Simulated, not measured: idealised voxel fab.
This section sets out a process module, namely voxel spacer lines.
cross-section cut | 300 nm wide | cells 5 nm
If you're reading a cross-section in this doc, picture square cells in a grid; it comes to you as bands, top ones listed first down to the bottom, and a band can be one or more rows of cells.
Quick guide to a band line: top height, bottom height (nm) up front; then every material left to right with its width in nm. Only one material and it's marked "edge to edge"? Then it fills the band edge to edge. And "air" just means empty space.
A quick word on heights: they are counted from 0, and under that level the wafer as it came to us is one material throughout. The lowest band is different from the rest in having no bottom; it simply continues downward, written as in "z 0 and below".
When a width is written as two numbers, as in "30 to 40", the first number is the width in the top row of cells of the band and the second is the width in its bottom row, and the width changes by the same amount from each row to the next.
For the purposes of this document, the phrase "changes: none" attached to a step denotes that no cell within the cross-section was modified by that step.
Listed closed voids: empty space of 8 cells or more with no open way to the top, each as width x height at its distance from the left edge, in nm
On a step's line, text after the settings is the simulator commenting on that step.
Regarding "overlay nm": on a step with a mask, it is the distance the mask lay to the right of its planned place; a negative value places it to the left.
Planned step list for the process
step 1: RECEIVE, material Si
step 2: CONFORMAL_DEP, material Al2O3, thk nm 10
step 3: DIRECTIONAL_DEP, material polySi, thk nm 15
step 4: DIRECTIONAL_DEP, material aC, thk nm 30
step 5: PATTERN, tone cover, mask id MANDREL, material resist, width nm 15, pitch nm 50, thk nm 40, overlay nm 0
step 6: DIRECTIONAL_ETCH, etch materials aC, depth nm 30
step 7: STRIP, etch materials resist
step 8: CONFORMAL_DEP, material SiO2, thk nm 10
step 9: DIRECTIONAL_ETCH, etch materials SiO2, depth nm 10
step 10: STRIP, etch materials aC
step 11: DIRECTIONAL_ETCH, etch materials polySi, depth nm 15
step 12: STRIP, etch materials SiO2
Cross-section of the wafer upon arrival, representing the state reached after step 1
> z 0 and below: Si edge to edge
> Listed closed voids: none
Starting wafer: above. Plan: above. Run: one mistake. Cross-section after the module: below
> z 25 to 10: 105 nm air / 10 nm polySi / 15 nm air / 10 nm polySi / 15 nm air / 10 nm polySi / 15 nm air / 10 nm polySi / 110 nm air
> z 10 to 0: polySi edge to edge
> z 0 and below: Si edge to edge
> Listed closed voids: none
Run error: it should be noted that step 2 was executed with settings other than those planned, the operation and settings actually applied being CONFORMAL_DEP, material polySi, thk nm 10
